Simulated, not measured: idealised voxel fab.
Proc. module: voxel self aligned contacts
The cross-section on display is named cut; it measures 210 nm wide, and its cells are 5 nm squares.
A cross-section in this document is a grid of square cells, and it is written down as bands, the top band listed before the ones below it; a band is made up of one or more rows of cells.
In this notation a band is specified by the heights of its top and bottom, in that order and in nm, after which its materials appear from left to right, each paired with its width in nm. The word "throughout" attached to a single material means that material fills the band from edge to edge; the word "air" stands for empty space.
Height reference: 0 = level under which incoming wafer is all one material. Lowest band: no bottom, runs on downward, e.g. "from 0 down".
The expression "30 to 40" gives the width at the extremes of the band, the first number at its top row of cells and the second at its bottom row, with the width changing by equal amounts from each row to the next in between.
It should be understood that the words "changes: none", when stated for a given step, signify that the cross-section underwent no change in any of its cells during that step.
In the "Encapsulated voids" entry, you get each enclosed empty space of 8 cells or more, one with no open way to the top, written width x height at distance, distance from the left edge, in nm.
It should be noted that, on the line of a given step, the content following the step's settings is a remark produced by the simulator itself with respect to that step.
overlay nm: on a step with a mask, how far right of its planned place the mask lay; negative means left.
Listed below are the process steps as planned:
| 1 | RECEIVE with material Si |
| 2 | CONFORMAL_DEP with material SiO2, thk nm 5 |
| 3 | DIRECTIONAL_DEP with material polySi, thk nm 20 |
| 4 | DIRECTIONAL_DEP with material SiN, thk nm 25 |
| 5 | PATTERN with tone cover, mask id GATE, material resist, width nm 25, pitch nm 65, thk nm 20, overlay nm 0 |
| 6 | DIRECTIONAL_ETCH with etch materials SiN, depth nm 25 |
| 7 | DIRECTIONAL_ETCH with etch materials polySi, depth nm 20 |
| 8 | STRIP with etch materials resist |
| 9 | CONFORMAL_DEP with material SiN, thk nm 10 |
| 10 | DIRECTIONAL_ETCH with etch materials SiN, depth nm 10 |
| 11 | FILL_DEP with material SiO2, thk nm 15 |
| 12 | CMP with height nm 60 |
| 13 | PATTERN with tone open, mask id CONTACT, material resist, width nm 50, thk nm 20, overlay nm 0 |
| 14 | DIRECTIONAL_ETCH with etch materials SiO2, depth nm 60 |
| 15 | STRIP with etch materials resist |
| 16 | CONFORMAL_DEP with material TiN, thk nm 5 |
| 17 | FILL_DEP with material W, thk nm 10 |
| 18 | CMP with height nm 60 |
| 19 | CONFORMAL_DEP with material SiCN, thk nm 5 |
Account of the first of two wafers, which was processed as intended:
Received-state cross-section, reflecting completion of step 1:
  from 0 down: Si throughout
  Encapsulated voids: none
The following cross-section depicts the wafer upon completion of step 2:
  from 5 to 0: SiO2 throughout
  Below 0, no change.
The following cross-section depicts the wafer upon completion of step 3:
  from 25 to 5: polySi throughout
  Below 5, no change.
The following cross-section depicts the wafer upon completion of step 4:
  from 50 to 25: SiN throughout
  Below 25, no change.
The following cross-section depicts the wafer upon completion of step 5:
  from 70 to 50: 60 nm air, 25 nm resist, 40 nm air, 25 nm resist, 60 nm air
  Below 50, no change.
The following cross-section depicts the wafer upon completion of step 6:
  from 70 to 50: 60 nm air, 25 nm resist, 40 nm air, 25 nm resist, 60 nm air
  from 50 to 25: 60 nm air, 25 nm SiN, 40 nm air, 25 nm SiN, 60 nm air
  Below 25, no change.
The following cross-section depicts the wafer upon completion of step 7:
  from 70 to 50: 60 nm air, 25 nm resist, 40 nm air, 25 nm resist, 60 nm air
  from 50 to 25: 60 nm air, 25 nm SiN, 40 nm air, 25 nm SiN, 60 nm air
  from 25 to 5: 60 nm air, 25 nm polySi, 40 nm air, 25 nm polySi, 60 nm air
  Below 5, no change.
The following cross-section depicts the wafer upon completion of step 8:
  from 50 to 25: 60 nm air, 25 nm SiN, 40 nm air, 25 nm SiN, 60 nm air
  Below 25, no change.
The following cross-section depicts the wafer upon completion of step 9:
  from 60 to 25: 50 nm air, 45 nm SiN, 20 nm air, 45 nm SiN, 50 nm air
  from 25 to 15: 50 nm air, 10 nm SiN, 25 nm polySi, 10 nm SiN, 20 nm air, 10 nm SiN, 25 nm polySi, 10 nm SiN, 50 nm air
  from 15 to 5: 60 nm SiN, 25 nm polySi, 40 nm SiN, 25 nm polySi, 60 nm SiN
  Below 5, no change.
The following cross-section depicts the wafer upon completion of step 10:
  from 50 to 25: 50 nm air, 45 nm SiN, 20 nm air, 45 nm SiN, 50 nm air
  from 25 to 5: 50 nm air, 10 nm SiN, 25 nm polySi, 10 nm SiN, 20 nm air, 10 nm SiN, 25 nm polySi, 10 nm SiN, 50 nm air
  Below 5, no change.
The following cross-section depicts the wafer upon completion of step 11:
  from 65 to 50: SiO2 throughout
  from 50 to 25: 50 nm SiO2, 45 nm SiN, 20 nm SiO2, 45 nm SiN, 50 nm SiO2
  from 25 to 5: 50 nm SiO2, 10 nm SiN, 25 nm polySi, 10 nm SiN, 20 nm SiO2, 10 nm SiN, 25 nm polySi, 10 nm SiN, 50 nm SiO2
  Below 5, no change.
The following cross-section depicts the wafer upon completion of step 12:
  from 60 to 50: SiO2 throughout
  Below 50, no change.
The following cross-section depicts the wafer upon completion of step 13:
  from 80 to 60: 80 nm resist, 50 nm air, 80 nm resist
  Below 60, no change.
The following cross-section depicts the wafer upon completion of step 14:
  from 80 to 60: 80 nm resist, 50 nm air, 80 nm resist
  from 60 to 50: 80 nm SiO2, 50 nm air, 80 nm SiO2
  from 50 to 25: 50 nm SiO2, 45 nm SiN, 20 nm air, 45 nm SiN, 50 nm SiO2
  from 25 to 5: 50 nm SiO2, 10 nm SiN, 25 nm polySi, 10 nm SiN, 20 nm air, 10 nm SiN, 25 nm polySi, 10 nm SiN, 50 nm SiO2
  from 5 to 0: 95 nm SiO2, 20 nm air, 95 nm SiO2
  Below 0, no change.
The following cross-section depicts the wafer upon completion of step 15:
  from 60 to 50: 80 nm SiO2, 50 nm air, 80 nm SiO2
  Below 50, no change.
The following cross-section depicts the wafer upon completion of step 16:
  from 65 to 60: 85 nm TiN, 40 nm air, 85 nm TiN
  from 60 to 50: 80 nm SiO2, 5 to 20 nm TiN, 40 to 10 nm air, 5 to 20 nm TiN, 80 nm SiO2
  from 50 to 25: 50 nm SiO2, 45 nm SiN, 5 nm TiN, 10 nm air, 5 nm TiN, 45 nm SiN, 50 nm SiO2
  from 25 to 5: 50 nm SiO2, 10 nm SiN, 25 nm polySi, 10 nm SiN, 5 nm TiN, 10 nm air, 5 nm TiN, 10 nm SiN, 25 nm polySi, 10 nm SiN, 50 nm SiO2
  from 5 to 0: 95 nm SiO2, 20 nm TiN, 95 nm SiO2
  Below 0, no change.
The following cross-section depicts the wafer upon completion of step 17:
  from 75 to 65: W throughout
  from 65 to 60: 85 nm TiN, 40 nm W, 85 nm TiN
  from 60 to 50: 80 nm SiO2, 5 to 20 nm TiN, 40 to 10 nm W, 5 to 20 nm TiN, 80 nm SiO2
  from 50 to 25: 50 nm SiO2, 45 nm SiN, 5 nm TiN, 10 nm W, 5 nm TiN, 45 nm SiN, 50 nm SiO2
  from 25 to 5: 50 nm SiO2, 10 nm SiN, 25 nm polySi, 10 nm SiN, 5 nm TiN, 10 nm W, 5 nm TiN, 10 nm SiN, 25 nm polySi, 10 nm SiN, 50 nm SiO2
  Below 5, no change.
The following cross-section depicts the wafer upon completion of step 18:
  from 60 to 50: 80 nm SiO2, 5 to 20 nm TiN, 40 to 10 nm W, 5 to 20 nm TiN, 80 nm SiO2
  Below 50, no change.
The following cross-section depicts the wafer upon completion of step 19:
  from 65 to 60: SiCN throughout
  Below 60, no change.
Second wafer, same starting state and plan as the first, one mistake in the run, identical through step 4:
Cross-section of the second wafer corresponding to the planned conclusion of step 5:
  from 70 to 50: 50 nm air, 25 nm resist, 40 nm air, 25 nm resist, 70 nm air
  Below 50, no change.
Cross-section of the second wafer corresponding to the planned conclusion of step 6:
  from 70 to 50: 50 nm air, 25 nm resist, 40 nm air, 25 nm resist, 70 nm air
  from 50 to 25: 50 nm air, 25 nm SiN, 40 nm air, 25 nm SiN, 70 nm air
  Below 25, no change.
Cross-section of the second wafer corresponding to the planned conclusion of step 7:
  from 70 to 50: 50 nm air, 25 nm resist, 40 nm air, 25 nm resist, 70 nm air
  from 50 to 25: 50 nm air, 25 nm SiN, 40 nm air, 25 nm SiN, 70 nm air
  from 25 to 5: 50 nm air, 25 nm polySi, 40 nm air, 25 nm polySi, 70 nm air
  Below 5, no change.
Cross-section of the second wafer corresponding to the planned conclusion of step 8:
  from 50 to 25: 50 nm air, 25 nm SiN, 40 nm air, 25 nm SiN, 70 nm air
  Below 25, no change.
Cross-section of the second wafer corresponding to the planned conclusion of step 9:
  from 60 to 25: 40 nm air, 45 nm SiN, 20 nm air, 45 nm SiN, 60 nm air
  from 25 to 15: 40 nm air, 10 nm SiN, 25 nm polySi, 10 nm SiN, 20 nm air, 10 nm SiN, 25 nm polySi, 10 nm SiN, 60 nm air
  from 15 to 5: 50 nm SiN, 25 nm polySi, 40 nm SiN, 25 nm polySi, 70 nm SiN
  Below 5, no change.
Cross-section of the second wafer corresponding to the planned conclusion of step 10:
  from 50 to 25: 40 nm air, 45 nm SiN, 20 nm air, 45 nm SiN, 60 nm air
  from 25 to 5: 40 nm air, 10 nm SiN, 25 nm polySi, 10 nm SiN, 20 nm air, 10 nm SiN, 25 nm polySi, 10 nm SiN, 60 nm air
  Below 5, no change.
Cross-section of the second wafer corresponding to the planned conclusion of step 11:
  from 65 to 50: SiO2 throughout
  from 50 to 25: 40 nm SiO2, 45 nm SiN, 20 nm SiO2, 45 nm SiN, 60 nm SiO2
  from 25 to 5: 40 nm SiO2, 10 nm SiN, 25 nm polySi, 10 nm SiN, 20 nm SiO2, 10 nm SiN, 25 nm polySi, 10 nm SiN, 60 nm SiO2
  Below 5, no change.
Cross-section of the second wafer corresponding to the planned conclusion of step 12:
  from 60 to 50: SiO2 throughout
  Below 50, no change.
Cross-section of the second wafer corresponding to the planned conclusion of step 13:
  from 80 to 60: 80 nm resist, 50 nm air, 80 nm resist
  Below 60, no change.
Cross-section of the second wafer corresponding to the planned conclusion of step 14:
  from 80 to 60: 80 nm resist, 50 nm air, 80 nm resist
  from 60 to 50: 80 nm SiO2, 50 nm air, 80 nm SiO2
  from 50 to 25: 40 nm SiO2, 45 nm SiN, 20 nm air, 45 nm SiN, 60 nm SiO2
  from 25 to 5: 40 nm SiO2, 10 nm SiN, 25 nm polySi, 10 nm SiN, 20 nm air, 10 nm SiN, 25 nm polySi, 10 nm SiN, 60 nm SiO2
  from 5 to 0: 85 nm SiO2, 20 nm air, 105 nm SiO2
  Below 0, no change.
Cross-section of the second wafer corresponding to the planned conclusion of step 15:
  from 60 to 50: 80 nm SiO2, 50 nm air, 80 nm SiO2
  Below 50, no change.
Cross-section of the second wafer corresponding to the planned conclusion of step 16:
  from 65 to 60: 85 nm TiN, 40 nm air, 85 nm TiN
  from 60 to 50: 80 nm SiO2, 5 to 10 nm TiN, 40 to 10 nm air, 5 to 30 nm TiN, 80 nm SiO2
  from 50 to 25: 40 nm SiO2, 45 nm SiN, 5 nm TiN, 10 nm air, 5 nm TiN, 45 nm SiN, 60 nm SiO2
  from 25 to 5: 40 nm SiO2, 10 nm SiN, 25 nm polySi, 10 nm SiN, 5 nm TiN, 10 nm air, 5 nm TiN, 10 nm SiN, 25 nm polySi, 10 nm SiN, 60 nm SiO2
  from 5 to 0: 85 nm SiO2, 20 nm TiN, 105 nm SiO2
  Below 0, no change.
Cross-section of the second wafer corresponding to the planned conclusion of step 17:
  from 75 to 65: W throughout
  from 65 to 60: 85 nm TiN, 40 nm W, 85 nm TiN
  from 60 to 50: 80 nm SiO2, 5 to 10 nm TiN, 40 to 10 nm W, 5 to 30 nm TiN, 80 nm SiO2
  from 50 to 25: 40 nm SiO2, 45 nm SiN, 5 nm TiN, 10 nm W, 5 nm TiN, 45 nm SiN, 60 nm SiO2
  from 25 to 5: 40 nm SiO2, 10 nm SiN, 25 nm polySi, 10 nm SiN, 5 nm TiN, 10 nm W, 5 nm TiN, 10 nm SiN, 25 nm polySi, 10 nm SiN, 60 nm SiO2
  Below 5, no change.
Cross-section of the second wafer corresponding to the planned conclusion of step 18:
  from 60 to 50: 80 nm SiO2, 5 to 10 nm TiN, 40 to 10 nm W, 5 to 30 nm TiN, 80 nm SiO2
  Below 50, no change.
Cross-section of the second wafer corresponding to the planned conclusion of step 19:
  from 65 to 60: SiCN throughout
  Below 60, no change.
Short version of what went wrong: it should be noted that step 5 was executed with settings other than those planned, the operation and settings actually applied being PATTERN with tone cover, mask id GATE, material resist, width nm 25, pitch nm 65, thk nm 20, overlay nm -10
So at the finish, the second wafer's got exactly as many cells of each material as the first, just not in the same spots.
